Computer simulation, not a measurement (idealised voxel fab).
The process module presented herein is designated voxel wiring stack.
The cross-section shown here is cut; it is 210 nm wide and divided into square cells measuring 5 nm on a side.
A cross-section in this document is a grid of square cells, and it is written down as bands, the top band listed before the ones below it; a band is made up of one or more rows of cells.
Per band: top height and bottom height in nm, followed by the left-to-right materials and their widths in nm; "full width" marks a single material spanning edge to edge, "empty" marks empty space.
A quick word on heights: they are counted from 0, and under that level the wafer as it came to us is one material throughout. The lowest band is different from the rest in having no bottom; it simply continues downward, written as in "top 0, no bottom".
Top row gets the first number, bottom row gets the second, and each row in between changes by the same step: that is how a band width like "30 to 40" works.
Where a step carries "no modifications", the cross-section came out of it unchanged, cell for cell.
"Cavities, sealed" means: voids of 8 cells or more that are shut off from the top with no open way through. Written width x height at distance, distance from the left edge, in nm.
That trailing text on a step's line, after the settings, is the simulator's own remark on the step.
A step line may carry the setting "overlay nm", which, for steps involving a mask, states the distance by which the mask lay to the right of its intended position; negative values denote displacement to the left.
## Set out below are the planned steps of the process
1. RECEIVE: material Si
2. CONFORMAL_DEP: material SiO2, thk nm 15
3. DIRECTIONAL_DEP: material TiN, thk nm 5
4. DIRECTIONAL_DEP: material Ru, thk nm 25
5. DIRECTIONAL_DEP: material aC, thk nm 15
6. PATTERN: tone cover, mask id METAL_1, material resist, width nm 30, pitch nm 55, thk nm 35, overlay nm 0
7. DIRECTIONAL_ETCH: etch materials aC, depth nm 15
8. STRIP: etch materials resist
9. DIRECTIONAL_ETCH: etch materials Ru, depth nm 25
10. DIRECTIONAL_ETCH: etch materials TiN, depth nm 5
11. STRIP: etch materials aC
12. CONFORMAL_DEP: material SiN, thk nm 5
13. FILL_DEP: material SiO2, thk nm 5
14. CMP: height nm 45
15. CONFORMAL_DEP: material SiCN, thk nm 5
16. DIRECTIONAL_DEP: material SiO2, thk nm 35
17. MASKED_ETCH: tone open, mask id METAL_2_HOLES, width nm 15, pitch nm 55, etch materials SiO2, depth nm 35, overlay nm 0
18. MASKED_ETCH: tone open, mask id METAL_2, width nm 30, pitch nm 55, etch materials SiO2, depth nm 20, overlay nm 0
19. MASKED_ETCH: tone open, mask id METAL_2, width nm 30, pitch nm 55, etch materials SiCN, depth nm 5, overlay nm 0
20. CONFORMAL_DEP: material TiN, thk nm 5
21. FILL_DEP: material Ru, thk nm 5
22. CMP: height nm 85
23. CONFORMAL_DEP: material SiCN, thk nm 5
24. DIRECTIONAL_DEP: material lowk, thk nm 15
25. PATTERN: tone open, mask id PLUG_2, material resist, width nm 15, thk nm 20, overlay nm 0
26. DIRECTIONAL_ETCH: etch materials lowk, depth nm 15
27. DIRECTIONAL_ETCH: etch materials SiCN, depth nm 5
28. STRIP: etch materials resist
29. EPI: material Ru, thk nm 10
30. EPI: material Ru, thk nm 10
31. DIRECTIONAL_DEP: material TiN, thk nm 5
32. DIRECTIONAL_DEP: material Ru, thk nm 15
33. MASKED_ETCH: tone cover, mask id METAL_3, width nm 30, pitch nm 55, etch materials Ru, depth nm 15, overlay nm 0
34. MASKED_ETCH: tone cover, mask id METAL_3, width nm 30, pitch nm 55, etch materials TiN, depth nm 5, overlay nm 0
35. CONFORMAL_DEP: material SiN, thk nm 5
36. FILL_DEP: material SiO2, thk nm 10
37. CMP: height nm 125
38. CONFORMAL_DEP: material SiN, thk nm 5
## Wafer cross-section on receipt, i.e. after step 1
top 0, no bottom  Si full width
Cavities, sealed: none
## Cross-sectional image of the first of two wafers at the end of the module, the run having proceeded as planned
top 130, bottom 125  SiN full width
top 125, bottom 110  SiO2 (55) / SiN (5) / Ru (30) / SiN (5) / SiO2 (15) / SiN (5) / Ru (30) / SiN (5) / SiO2 (60)
top 110, bottom 105  SiN (60) / TiN (30) / SiN (25) / TiN (30) / SiN (65)
top 105, bottom 90  lowk (60) / Ru (15) / lowk (135)
top 90, bottom 85  SiCN (60) / Ru (15) / SiCN (135)
top 85, bottom 70  SiO2 (60) / TiN (5) / Ru (20) / TiN (5) / SiO2 (25) / TiN (5) / Ru (20) / TiN (5) / SiO2 (65)
top 70, bottom 65  SiO2 (60) / TiN (5) / Ru (5) / TiN (20) / SiO2 (25) / TiN (5) / Ru (5) / TiN (20) / SiO2 (65)
top 65, bottom 50  SiO2 (60) / TiN (5) / Ru (5) / TiN (5) / SiO2 (40) / TiN (5) / Ru (5) / TiN (5) / SiO2 (80)
top 50, bottom 45  SiCN (60) / TiN (15) / SiCN (40) / TiN (15) / SiCN (80)
top 45, bottom 20  SiO2 (55) / SiN (5) / Ru (30) / SiN (5) / SiO2 (15) / SiN (5) / Ru (30) / SiN (5) / SiO2 (60)
top 20, bottom 15  SiN (60) / TiN (30) / SiN (25) / TiN (30) / SiN (65)
top 15, bottom 0  SiO2 full width
top 0, no bottom  Si full width
Cavities, sealed: none
## second wafer at the end: like start, like plan, one mistake
top 130, bottom 125  SiN full width
top 125, bottom 110  SiO2 (55) / SiN (5) / Ru (30) / SiN (5) / SiO2 (15) / SiN (5) / Ru (30) / SiN (5) / SiO2 (60)
top 110, bottom 105  SiN (60) / TiN (30) / SiN (25) / TiN (30) / SiN (65)
top 105, bottom 90  lowk (60) / Ru (15) / lowk (135)
top 90, bottom 85  SiCN (60) / Ru (15) / SiCN (135)
top 85, bottom 70  SiO2 (60) / TiN (5) / Ru (20) / TiN (5) / SiO2 (25) / TiN (5) / Ru (20) / TiN (5) / SiO2 (65)
top 70, bottom 65  SiO2 (60) / TiN (5) / Ru (5) / TiN (20) / SiO2 (25) / TiN (5) / Ru (5) / TiN (20) / SiO2 (65)
top 65, bottom 50  SiO2 (60) / TiN (5) / Ru (5) / TiN (5) / SiO2 (40) / TiN (5) / Ru (5) / TiN (5) / SiO2 (80)
top 50, bottom 45  SiCN (60) / TiN (15) / SiCN (40) / TiN (15) / SiCN (80)
top 45, bottom 20  Ru (60) / SiN (5) / SiO2 (20) / SiN (5) / Ru (25) / SiN (5) / SiO2 (20) / SiN (5) / Ru (65)
top 20, bottom 15  TiN (60) / SiN (30) / TiN (25) / SiN (30) / TiN (65)
top 15, bottom 0  SiO2 full width
top 0, no bottom  Si full width
Cavities, sealed: none
Error vs. plan: step 6 went in with a setting other than planned; the actual run was PATTERN: tone open, mask id METAL_1, material resist, width nm 30, pitch nm 55, thk nm 35, overlay nm 0
Final cells, second wafer relative to first, materials higher or lower: Ru +90, SiN -18, SiO2 -90, TiN +18
